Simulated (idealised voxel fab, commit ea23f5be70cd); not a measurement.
A process module follows: voxel capacitor over wiring.
FYI the section here is cut, 165 nm wide, cells are 5 nm squares.
A cross-section is a grid of square cells, given in bands from the top down. A band is one or more rows of cells.
Look at the band entry: it leads with the top's height and the bottom's height in nm. Then it lists the materials left to right, with a width in nm for each. The word "throughout" on a single material says that material fills the band edge to edge. The word "blank" is empty space.
Height is counted from the level 0, under which the received wafer is composed throughout of one material. The lowest of the bands is not closed at the bottom but continues downward, in the notation "top 0, no bottom".
Width spec "30->40" -> top row of cells at first value, bottom row at second value, equal per-row change in between.
Key: "nothing different" - step with no changed cell in the cross-section.
Closed cavities: empty space of 8 cells or more with no open way to the top, each as width x height at its distance from the left edge, in nm
It should be noted that, on the line of a given step, the content following the step's settings is a remark produced by the simulator itself with respect to that step.
Among the settings permitted on a step's line is "overlay nm"; applied to a step with a mask, it specifies the extent to which the mask lay to the right of its planned position, whereas a negative figure signifies a position to the left.
Steps planned for the process
1. RECEIVE with material Si
2. CONFORMAL_DEP with material SiO2, thk nm 15
3. DIRECTIONAL_DEP with material TiN, thk nm 5
4. DIRECTIONAL_DEP with material W, thk nm 15
5. PATTERN with tone cover, mask id METAL_1, material resist, width nm 30, pitch nm 90, thk nm 20, overlay nm 0
6. DIRECTIONAL_ETCH with etch materials W, depth nm 15
7. DIRECTIONAL_ETCH with etch materials TiN, depth nm 5
8. STRIP with etch materials resist
9. CONFORMAL_DEP with material SiN, thk nm 5
10. FILL_DEP with material lowk, thk nm 5
11. CMP with height nm 35
12. CONFORMAL_DEP with material SiCN, thk nm 5
13. DIRECTIONAL_DEP with material lowk, thk nm 10
14. PATTERN with tone open, mask id PLUG_1, material resist, width nm 15, thk nm 15, overlay nm 0
15. DIRECTIONAL_ETCH with etch materials lowk, depth nm 10
16. DIRECTIONAL_ETCH with etch materials SiCN, depth nm 5
17. STRIP with etch materials resist
18. CONFORMAL_DEP with material TiN, thk nm 5
19. FILL_DEP with material Cu, thk nm 5
20. CMP with height nm 50
21. DIRECTIONAL_DEP with material TiN, thk nm 10
22. DIRECTIONAL_DEP with material SiN, thk nm 5
23. DIRECTIONAL_DEP with material TiN, thk nm 5
24. MASKED_ETCH with tone cover, mask id UPPER_PLATE, width nm 65, etch materials TiN, depth nm 5, overlay nm 0
25. MASKED_ETCH with tone cover, mask id UPPER_PLATE, width nm 65, etch materials SiN, depth nm 5, overlay nm 0
26. DIRECTIONAL_DEP with material aC, thk nm 10
27. PATTERN with tone cover, mask id LOWER_PLATE, material resist, width nm 75, thk nm 30, overlay nm 0
28. DIRECTIONAL_ETCH with etch materials aC, depth nm 10
29. STRIP with etch materials resist
30. DIRECTIONAL_ETCH with etch materials TiN, depth nm 10
31. STRIP with etch materials aC
32. FILL_DEP with material SiO2, thk nm 20
33. CMP with height nm 85
34. DIRECTIONAL_DEP with material aC, thk nm 10
35. PATTERN with tone open, mask id PLUG_2, material resist, width nm 15, thk nm 25, overlay nm 0
36. DIRECTIONAL_ETCH with etch materials aC, depth nm 10
37. STRIP with etch materials resist
38. DIRECTIONAL_ETCH with etch materials SiO2, depth nm 15
39. STRIP with etch materials aC
40. CONFORMAL_DEP with material TiN, thk nm 5
41. FILL_DEP with material Cu, thk nm 10
42. CMP with height nm 85
43. CONFORMAL_DEP with material SiN, thk nm 5
The cross-section here shows the wafer as received, i.e. in its state after step 1
    top 0, no bottom: Si throughout
    Closed cavities: none
Cross-sectional result after module completion. Note: starting condition and plan are unchanged from above; one processing mistake was made
    top 90, bottom 85: SiN throughout
    top 85, bottom 75: SiO2 (45->35) | TiN (15->65) | SiO2 (105->65)
    top 75, bottom 65: SiO2 (30) | TiN (75) | SiO2 (60)
    top 65, bottom 60: SiN throughout
    top 60, bottom 50: TiN throughout
    top 50, bottom 40: lowk (35) | TiN (5) | Cu (5) | TiN (5) | lowk (115)
    top 40, bottom 35: SiCN (35) | TiN (15) | SiCN (115)
    top 35, bottom 20: lowk (15) | SiN (5) | W (30) | SiN (5) | lowk (50) | SiN (5) | W (30) | SiN (5) | lowk (20)
    top 20, bottom 15: SiN (20) | TiN (30) | SiN (60) | TiN (30) | SiN (25)
    top 15, bottom 0: SiO2 throughout
    top 0, no bottom: Si throughout
    Closed cavities: none
Short version of what went wrong: step 23 went in with a setting other than planned; the actual run was DIRECTIONAL_DEP with material TiN, thk nm 15
